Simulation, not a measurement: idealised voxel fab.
A process module follows: voxel air gaps.
290 nm wide, 5 nm square cells: that's cross-section cut.
This document writes a cross-section as a grid whose cells are square, and gives it as bands, listed from the top down; one or more rows of cells form a band.
A band entry consists of two parts. The first gives the height of the band's top and the height of its bottom, in nm. The rest lists the band's materials from left to right, each with its width in nm. A single material labelled with the word "edge to edge" fills the band from edge to edge, and the word "empty" marks empty space.
Counting heights begins at 0, where everything beneath is, in the wafer as received, one material. The lowest band has no bottom; it goes on downwards, as "0..down" shows.
Think of "30->40" as a width that walks from the first number to the second as you go down the band, top row to bottom row, taking equal-sized steps from row to row.
"no change" after a step means that no cell of the cross-section changed.
Empty spaces without an open route to the top, at least 8 cells in extent, make up the entry "Trapped voids"; each is given as width x height at distance, where the distance is measured from the left edge, and all are in nm.
Anything after a step's settings on that line? It's the simulator's own note about the step.
overlay nm: where the mask lay relative to plan, measured to the right, on steps with a mask; negatives go left.

**So here's the lineup of process steps we planned**
1,RECEIVE: material Si
2,CONFORMAL_DEP: material SiO2, thk nm 15
3,CONFORMAL_DEP: material SiN, thk nm 5
4,DIRECTIONAL_DEP: material lowk, thk nm 35
5,MASKED_ETCH: tone open, mask id LINES, width nm 20, pitch nm 50, etch materials lowk, depth nm 35, overlay nm -15
6,CONFORMAL_DEP: material TiN, thk nm 5
7,FILL_DEP: material Cu, thk nm 10
8,CMP: height nm 55
9,EPI: material Ru, thk nm 10
10,SELECTIVE_ETCH: etch materials lowk, depth nm 45
11,CONFORMAL_DEP: material SiCN, thk nm 5
Don't read the plan's overlay nm for step 5 as applying to every wafer: that's the first wafer's value, and the wafers differ in it, though they all start identical.

**As received, i.e. after step 1: cross-section through the first of several wafers**
> 0..down: Si edge to edge
> Trapped voids: none

**Below, a row for every wafer. Read it as the end-of-module picture: for each material the wafer shows its cells gained (+) or lost (-) since it was received, and then its closed voids**
overlay nm -15; +48 Cu; +64 Ru; +162 SiCN; +58 SiN; +174 SiO2; +64 TiN; Trapped voids: 20 x 25 at 70; 20 x 25 at 120; 20 x 25 at 170
overlay nm -10; +48 Cu; +64 Ru; +162 SiCN; +58 SiN; +174 SiO2; +64 TiN; Trapped voids: 20 x 25 at 75; 20 x 25 at 125; 20 x 25 at 175
overlay nm -5; +48 Cu; +64 Ru; +162 SiCN; +58 SiN; +174 SiO2; +64 TiN; Trapped voids: 20 x 25 at 80; 20 x 25 at 130; 20 x 25 at 180
overlay nm 0; +48 Cu; +64 Ru; +162 SiCN; +58 SiN; +174 SiO2; +64 TiN; Trapped voids: 20 x 25 at 85; 20 x 25 at 135; 20 x 25 at 185
overlay nm 5; +48 Cu; +64 Ru; +162 SiCN; +58 SiN; +174 SiO2; +64 TiN; Trapped voids: 20 x 25 at 90; 20 x 25 at 140; 20 x 25 at 190
overlay nm 10; +48 Cu; +64 Ru; +162 SiCN; +58 SiN; +174 SiO2; +64 TiN; Trapped voids: 20 x 25 at 95; 20 x 25 at 145; 20 x 25 at 195
overlay nm 15; +48 Cu; +64 Ru; +162 SiCN; +58 SiN; +174 SiO2; +64 TiN; Trapped voids: 20 x 25 at 100; 20 x 25 at 150; 20 x 25 at 200
